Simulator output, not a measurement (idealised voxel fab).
process module | voxel ribs on slabs
cross-section cut | 250 nm wide | cells 5 nm
A cross-section is a grid of square cells, given in bands from the top down. A band is one or more rows of cells.
Each band's line starts with the height of the band's top and of its bottom, in nm. Then come its materials from left to right, each with its width in nm. One material with "throughout" fills the band from edge to edge. "air" is empty space.
Height 0 is the level under which the wafer as received is all one material. The lowest band goes on downwards, as in "0 down".
A width such as "30 to 40" changes by the same amount from each row of cells to the next, from the band's top row to its bottom row.
"no change" after a step means that no cell of the cross-section changed.
closed voids: empty space of 8 cells or more with no open way to the top, each as width x height at its distance from the left edge, in nm
after a step's settings: what the simulator itself notes on the step
overlay nm, on a step with a mask: how far to the right of its planned place the mask lay; to the left if negative
plan
1 op RECEIVE | material Si
2 op DIRECTIONAL_DEP | material SiO2 | thk nm 30
3 op DIRECTIONAL_DEP | material polySi | thk nm 20
4 op PATTERN | tone cover | mask id RIB | material resist | width nm 30 | thk nm 15 | overlay nm 0
5 op DIRECTIONAL_ETCH | etch materials polySi | depth nm 5
6 op STRIP | etch materials resist
7 op PATTERN | tone cover | mask id SLAB | material resist | width nm 80 | thk nm 15 | overlay nm 0
8 op DIRECTIONAL_ETCH | etch materials polySi | depth nm 15
9 op STRIP | etch materials resist
10 op FILL_DEP | material SiO2 | thk nm 15
11 op CMP | height nm 60
12 op DIRECTIONAL_DEP | material W | thk nm 10
13 op PATTERN | tone cover | mask id HEATER | material resist | width nm 40 | thk nm 20 | overlay nm 0
14 op DIRECTIONAL_ETCH | etch materials W | depth nm 10
15 op STRIP | etch materials resist
16 op CONFORMAL_DEP | material SiO2 | thk nm 5
as received, after step 1
  0 down: Si throughout
  closed voids: none
first wafer at the end, as planned
  75 to 70: air 100 | SiO2 50 | air 100
  70 to 65: air 100 | SiO2 5 | W 40 | SiO2 5 | air 100
  65 to 60: SiO2 105 | W 40 | SiO2 105
  60 to 50: SiO2 throughout
  50 to 45: SiO2 110 | polySi 30 | SiO2 110
  45 to 30: SiO2 85 | polySi 80 | SiO2 85
  30 to 0: SiO2 throughout
  0 down: Si throughout
  closed voids: none
second wafer at the end: like start, like plan, one mistake
  70 to 60: air 105 | W 40 | air 105
  60 to 50: SiO2 throughout
  50 to 45: SiO2 110 | polySi 30 | SiO2 110
  45 to 30: SiO2 85 | polySi 80 | SiO2 85
  30 to 0: SiO2 throughout
  0 down: Si throughout
  closed voids: none
what went wrong: step 16 was left out
at the end the second wafer has, in cells: 54 fewer of SiO2
